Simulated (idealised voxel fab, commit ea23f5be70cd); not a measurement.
Proc. module: voxel wiring stack
Displayed cross-section: cut, width of 220 nm, square cells sized 5 nm.
Each cross-section below is a grid of square cells, stated as bands in top-down order, with one or more rows of cells making up each band.
First you get the band's top height and its bottom height, in nm, and then the materials it's made of, left to right, with each width in nm. If you see a single material with "throughout", that one covers the band edge to edge. "empty" is empty space.
Heights from 0 (as-received wafer is one material below). Bottom band endless downward, as "from 0 down".
Read "30 to 40" as a graded width: first number on top, second number at the bottom, same change between each pair of neighbouring rows.
"identical to before" -> step changed no cross-section cell.
Any empty space of 8 cells or more lacking an open way to the top shows up in "Enclosed void entries" as width x height at distance, distance from the left edge, in nm.
Whatever follows a step's settings on its line is a remark the simulator itself makes about that step.
"overlay nm" on a masked step: distance the mask lay right of its planned place, negative for left.
The planned process steps are enumerated hereunder:
1. op RECEIVE | material Si
2. op CONFORMAL_DEP | material SiO2 | thk nm 15
3. op CONFORMAL_DEP | material SiN | thk nm 5
4. op DIRECTIONAL_DEP | material SiO2 | thk nm 25
5. op PATTERN | tone open | mask id METAL_1 | material resist | width nm 25 | pitch nm 50 | thk nm 20 | overlay nm 0
6. op DIRECTIONAL_ETCH | etch materials SiO2 | depth nm 25
7. op DIRECTIONAL_ETCH | etch materials SiN | depth nm 5
8. op STRIP | etch materials resist
9. op CONFORMAL_DEP | material TiN | thk nm 5
10. op FILL_DEP | material W | thk nm 5
11. op CMP | height nm 45
12. op CONFORMAL_DEP | material SiCN | thk nm 5
13. op DIRECTIONAL_DEP | material SiO2 | thk nm 10
14. op PATTERN | tone open | mask id PLUG_1 | material resist | width nm 15 | pitch nm 50 | thk nm 20 | overlay nm 0
15. op DIRECTIONAL_ETCH | etch materials SiO2 | depth nm 10
16. op DIRECTIONAL_ETCH | etch materials SiCN | depth nm 5
17. op STRIP | etch materials resist
18. op EPI | material Ru | thk nm 10
19. op EPI | material Ru | thk nm 5
20. op DIRECTIONAL_DEP | material TiN | thk nm 5
21. op DIRECTIONAL_DEP | material Ru | thk nm 25
22. op PATTERN | tone cover | mask id METAL_2 | material resist | width nm 25 | pitch nm 50 | thk nm 15 | overlay nm 0
23. op DIRECTIONAL_ETCH | etch materials Ru | depth nm 25
24. op DIRECTIONAL_ETCH | etch materials TiN | depth nm 5
25. op STRIP | etch materials resist
26. op FILL_DEP | material SiO2 | thk nm 10
27. op CMP | height nm 90
28. op CONFORMAL_DEP | material SiN | thk nm 5
Wafer at receipt (post step 1), cross-section:
* from 0 down | Si throughout
* Enclosed void entries: none
End-of-module XS, first of two wafers, run as planned:
* from 95 to 90 | SiN throughout
* from 90 to 65 | SiO2=70, then Ru=25, then SiO2=25, then Ru=25, then SiO2=75
* from 65 to 60 | SiO2=70, then TiN=25, then SiO2=25, then TiN=25, then SiO2=75
* from 60 to 50 | SiO2=70, then Ru=15, then SiO2=35, then Ru=15, then SiO2=85
* from 50 to 45 | SiCN=70, then Ru=15, then SiCN=35, then Ru=15, then SiCN=85
* from 45 to 20 | SiO2=70, then TiN=5, then W=15, then TiN=5, then SiO2=25, then TiN=5, then W=15, then TiN=5, then SiO2=75
* from 20 to 15 | SiN=70, then TiN=25, then SiN=25, then TiN=25, then SiN=75
* from 15 to 0 | SiO2 throughout
* from 0 down | Si throughout
* Enclosed void entries: none
What the second wafer looks like in cross-section once the module is done. Its start and its plan matched the first wafer's exactly; what differed was one mistake in how it was run:
* from 95 to 90 | SiN throughout
* from 90 to 65 | SiO2=65, then Ru=25, then SiO2=25, then Ru=25, then SiO2=80
* from 65 to 60 | SiO2=65, then TiN=25, then SiO2=25, then TiN=25, then SiO2=80
* from 60 to 50 | SiO2=70, then Ru=15, then SiO2=35, then Ru=15, then SiO2=85
* from 50 to 45 | SiCN=70, then Ru=15, then SiCN=35, then Ru=15, then SiCN=85
* from 45 to 20 | SiO2=70, then TiN=5, then W=15, then TiN=5, then SiO2=25, then TiN=5, then W=15, then TiN=5, then SiO2=75
* from 20 to 15 | SiN=70, then TiN=25, then SiN=25, then TiN=25, then SiN=75
* from 15 to 0 | SiO2 throughout
* from 0 down | Si throughout
* Enclosed void entries: none
What went wrong in running the wafer? note that step 22 departed from the planned setting and was carried out as op PATTERN | tone cover | mask id METAL_2 | material resist | width nm 25 | pitch nm 50 | thk nm 15 | overlay nm -5
Cell counts per material: same on both final wafers. Positions: different.
